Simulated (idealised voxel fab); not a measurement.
process module | voxel capacitor over wiring
cross-section cut | 190 nm wide | cells 5 nm
A cross-section is a grid of square cells, given in bands from the top down. A band is one or more rows of cells.
Each band's line starts with the height of the band's top and of its bottom, in nm. Then come its materials from left to right, each with its width in nm. One material with "throughout" fills the band from edge to edge. "air" is empty space.
Height 0 is the level under which the wafer as received is all one material. The lowest band goes on downwards, as in "0 down".
A width such as "30 to 40" changes by the same amount from each row of cells to the next, from the band's top row to its bottom row.
"no change" after a step means that no cell of the cross-section changed.
closed voids: empty space of 8 cells or more with no open way to the top, each as width x height at its distance from the left edge, in nm
after a step's settings: what the simulator itself notes on the step
overlay nm, on a step with a mask: how far to the right of its planned place the mask lay; to the left if negative
plan
1 op RECEIVE | material Si
2 op CONFORMAL_DEP | material SiO2 | thk nm 10
3 op DIRECTIONAL_DEP | material TiN | thk nm 5
4 op DIRECTIONAL_DEP | material Ru | thk nm 25
5 op PATTERN | tone cover | mask id METAL_1 | material resist | width nm 20 | pitch nm 75 | thk nm 15 | overlay nm 0
6 op DIRECTIONAL_ETCH | etch materials Ru | depth nm 25
7 op DIRECTIONAL_ETCH | etch materials TiN | depth nm 5
8 op STRIP | etch materials resist
9 op FILL_DEP | material SiO2 | thk nm 10
10 op CMP | height nm 40
11 op CONFORMAL_DEP | material SiCN | thk nm 5
12 op DIRECTIONAL_DEP | material SiO2 | thk nm 10
13 op PATTERN | tone open | mask id PLUG_1 | material resist | width nm 15 | thk nm 20 | overlay nm 0
14 op DIRECTIONAL_ETCH | etch materials SiO2 | depth nm 10
15 op DIRECTIONAL_ETCH | etch materials SiCN | depth nm 5
16 op STRIP | etch materials resist
17 op EPI | material Ru | thk nm 10
18 op EPI | material Ru | thk nm 5
19 op DIRECTIONAL_DEP | material TiN | thk nm 10
20 op DIRECTIONAL_DEP | material HfO2 | thk nm 5
21 op DIRECTIONAL_DEP | material TiN | thk nm 10
22 op PATTERN | tone cover | mask id UPPER_PLATE | material resist | width nm 60 | thk nm 20 | overlay nm 0
23 op DIRECTIONAL_ETCH | etch materials TiN | depth nm 10
24 op DIRECTIONAL_ETCH | etch materials HfO2 | depth nm 5
25 op STRIP | etch materials resist
26 op DIRECTIONAL_DEP | material aC | thk nm 10
27 op PATTERN | tone cover | mask id LOWER_PLATE | material resist | width nm 70 | thk nm 30 | overlay nm 0
28 op DIRECTIONAL_ETCH | etch materials aC | depth nm 10
29 op STRIP | etch materials resist
30 op DIRECTIONAL_ETCH | etch materials TiN | depth nm 10
31 op STRIP | etch materials aC
32 op FILL_DEP | material SiO2 | thk nm 15
33 op CMP | height nm 90
34 op MASKED_ETCH | tone open | mask id PLUG_2 | width nm 15 | etch materials SiO2 | depth nm 10 | overlay nm 0
35 op CONFORMAL_DEP | material TiN | thk nm 5
36 op FILL_DEP | material W | thk nm 5
37 op CMP | height nm 90
38 op CONFORMAL_DEP | material SiCN | thk nm 5
as received, after step 1
  0 down: Si throughout
  closed voids: none
a wafer at the end: this start, this plan, one mistake
  95 to 90: SiCN throughout
  90 to 85: SiO2 60 | TiN 5 | W 5 | TiN 5 | SiO2 115
  85 to 75: SiO2 60 to 65 | TiN 15 to 45 | SiO2 115 to 80
  75 to 70: SiO2 50 | TiN 60 | SiO2 80
  70 to 65: SiO2 50 | TiN 15 | HfO2 45 | SiO2 80
  65 to 60: SiO2 45 | TiN 5 | HfO2 15 | TiN 50 | SiO2 75
  60 to 55: SiO2 45 | TiN 70 | SiO2 75
  55 to 50: SiCN 50 | TiN 15 | SiCN 125
  50 to 40: SiO2 throughout
  40 to 15: SiO2 45 | Ru 20 | SiO2 55 | Ru 20 | SiO2 50
  15 to 10: SiO2 45 | TiN 20 | SiO2 55 | TiN 20 | SiO2 50
  10 to 0: SiO2 throughout
  0 down: Si throughout
  closed voids: none
what went wrong: steps 11 and 12 were swapped
